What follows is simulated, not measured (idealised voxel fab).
The name of this process module is voxel self aligned contacts.
We display cut, a cross-section 160 nm in width whose square cells are each 5 nm.
Reading order for cross-sections: top band down to bottom band. Underlying form: a grid of square cells. Band size: one or more rows of cells. First you get the band's top height and its bottom height, in nm, and then the materials it's made of, left to right, with each width in nm. If you see a single material with "edge to edge", that one covers the band edge to edge. "empty" is empty space. Height datum 0, below which the as-received substrate wafer is one material. Lowest band open at the bottom, running downward: "from 0 down". Width spec "30..40" -> top row of cells at first value, bottom row at second value, equal per-row change in between. Reading "no change occurred" for a step: not a cell of the cross-section changed in it. "Closed void inventory" means: voids of 8 cells or more that are shut off from the top with no open way through. Written width x height at distance, distance from the left edge, in nm. On each step's line, the part that comes after the settings is the simulator's own comment on the step. overlay nm: step with mask; distance mask lay right of planned place; negative value = left of planned place.

Planned process steps:
1) RECEIVE (material Si)
2) CONFORMAL_DEP (material SiO2; thk nm 5)
3) DIRECTIONAL_DEP (material polySi; thk nm 20)
4) DIRECTIONAL_DEP (material SiN; thk nm 20)
5) MASKED_ETCH (tone cover; mask id GATE; width nm 30; pitch nm 75; etch materials SiN; depth nm 20; overlay nm 0)
6) MASKED_ETCH (tone cover; mask id GATE; width nm 30; pitch nm 75; etch materials polySi; depth nm 20; overlay nm 0)
7) CONFORMAL_DEP (material SiN; thk nm 10)
8) DIRECTIONAL_ETCH (etch materials SiN; depth nm 10)
9) FILL_DEP (material SiO2; thk nm 15)
10) CMP (height nm 50)
11) PATTERN (tone open; mask id CONTACT; material resist; width nm 55; thk nm 20; overlay nm 0)
12) DIRECTIONAL_ETCH (etch materials SiO2; depth nm 50)
13) STRIP (etch materials resist)
14) CONFORMAL_DEP (material TiN; thk nm 5)
15) FILL_DEP (material W; thk nm 10)
16) CMP (height nm 50)
17) CONFORMAL_DEP (material SiN; thk nm 5)

Wafer, first of two, run as planned:

Cross-section of the wafer at receipt, which is the condition after step 1:
- from 0 down | Si edge to edge
- Closed void inventory: none

How the wafer stands in section after step 2:
- from 5 to 0 | SiO2 edge to edge
- For the remainder of the cross-section, below 0, there is no change.

How the wafer stands in section after step 3:
- from 25 to 5 | polySi edge to edge
- For the remainder of the cross-section, below 5, there is no change.

How the wafer stands in section after step 4:
- from 45 to 25 | SiN edge to edge
- For the remainder of the cross-section, below 25, there is no change.

How the wafer stands in section after step 5:
- from 45 to 25 | empty=25, SiN=30, empty=45, SiN=30, empty=30
- For the remainder of the cross-section, below 25, there is no change.

How the wafer stands in section after step 6:
- from 45 to 25 | empty=25, SiN=30, empty=45, SiN=30, empty=30
- from 25 to 5 | empty=25, polySi=30, empty=45, polySi=30, empty=30
- For the remainder of the cross-section, below 5, there is no change.

How the wafer stands in section after step 7:
- from 55 to 25 | empty=15, SiN=50, empty=25, SiN=50, empty=20
- from 25 to 15 | empty=15, SiN=10, polySi=30, SiN=10, empty=25, SiN=10, polySi=30, SiN=10, empty=20
- from 15 to 5 | SiN=25, polySi=30, SiN=45, polySi=30, SiN=30
- For the remainder of the cross-section, below 5, there is no change.

How the wafer stands in section after step 8:
- from 45 to 25 | empty=15, SiN=50, empty=25, SiN=50, empty=20
- from 25 to 5 | empty=15, SiN=10, polySi=30, SiN=10, empty=25, SiN=10, polySi=30, SiN=10, empty=20
- For the remainder of the cross-section, below 5, there is no change.

How the wafer stands in section after step 9:
- from 60 to 45 | SiO2 edge to edge
- from 45 to 25 | SiO2=15, SiN=50, SiO2=25, SiN=50, SiO2=20
- from 25 to 5 | SiO2=15, SiN=10, polySi=30, SiN=10, SiO2=25, SiN=10, polySi=30, SiN=10, SiO2=20
- For the remainder of the cross-section, below 5, there is no change.

How the wafer stands in section after step 10:
- from 50 to 45 | SiO2 edge to edge
- For the remainder of the cross-section, below 45, there is no change.

How the wafer stands in section after step 11:
- from 70 to 50 | resist=50, empty=55, resist=55
- For the remainder of the cross-section, below 50, there is no change.

How the wafer stands in section after step 12:
- from 70 to 50 | resist=50, empty=55, resist=55
- from 50 to 45 | SiO2=50, empty=55, SiO2=55
- from 45 to 25 | SiO2=15, SiN=50, empty=25, SiN=50, SiO2=20
- from 25 to 5 | SiO2=15, SiN=10, polySi=30, SiN=10, empty=25, SiN=10, polySi=30, SiN=10, SiO2=20
- from 5 to 0 | SiO2=65, empty=25, SiO2=70
- For the remainder of the cross-section, below 0, there is no change.

How the wafer stands in section after step 13:
- from 50 to 45 | SiO2=50, empty=55, SiO2=55
- For the remainder of the cross-section, below 45, there is no change.

How the wafer stands in section after step 14:
- from 55 to 50 | TiN=55, empty=45, TiN=60
- from 50 to 45 | SiO2=50, TiN=20, empty=15, TiN=20, SiO2=55
- from 45 to 25 | SiO2=15, SiN=50, TiN=5, empty=15, TiN=5, SiN=50, SiO2=20
- from 25 to 5 | SiO2=15, SiN=10, polySi=30, SiN=10, TiN=5, empty=15, TiN=5, SiN=10, polySi=30, SiN=10, SiO2=20
- from 5 to 0 | SiO2=65, TiN=25, SiO2=70
- For the remainder of the cross-section, below 0, there is no change.

How the wafer stands in section after step 15:
- from 65 to 55 | W edge to edge
- from 55 to 50 | TiN=55, W=45, TiN=60
- from 50 to 45 | SiO2=50, TiN=20, W=15, TiN=20, SiO2=55
- from 45 to 25 | SiO2=15, SiN=50, TiN=5, W=15, TiN=5, SiN=50, SiO2=20
- from 25 to 5 | SiO2=15, SiN=10, polySi=30, SiN=10, TiN=5, W=15, TiN=5, SiN=10, polySi=30, SiN=10, SiO2=20
- For the remainder of the cross-section, below 5, there is no change.

How the wafer stands in section after step 16:
- from 50 to 45 | SiO2=50, TiN=20, W=15, TiN=20, SiO2=55
- For the remainder of the cross-section, below 45, there is no change.

How the wafer stands in section after step 17:
- from 55 to 50 | SiN edge to edge
- For the remainder of the cross-section, below 50, there is no change.

Here the second wafer is described. Its start and its plan were those of the first wafer. Its run contained one mistake. Up to and including step 16, it did exactly what the first wafer did:

Cross-section: second wafer, time at which step 17 was scheduled to end:
- from 55 to 50 | TiN edge to edge
- For the remainder of the cross-section, below 50, there is no change.
Run error: step 17 ran as: CONFORMAL_DEP (material TiN; thk nm 5)
Final comparison by cell count, materials where the second wafer has more or fewer than the first: SiN: 32 fewer; TiN: 32 more
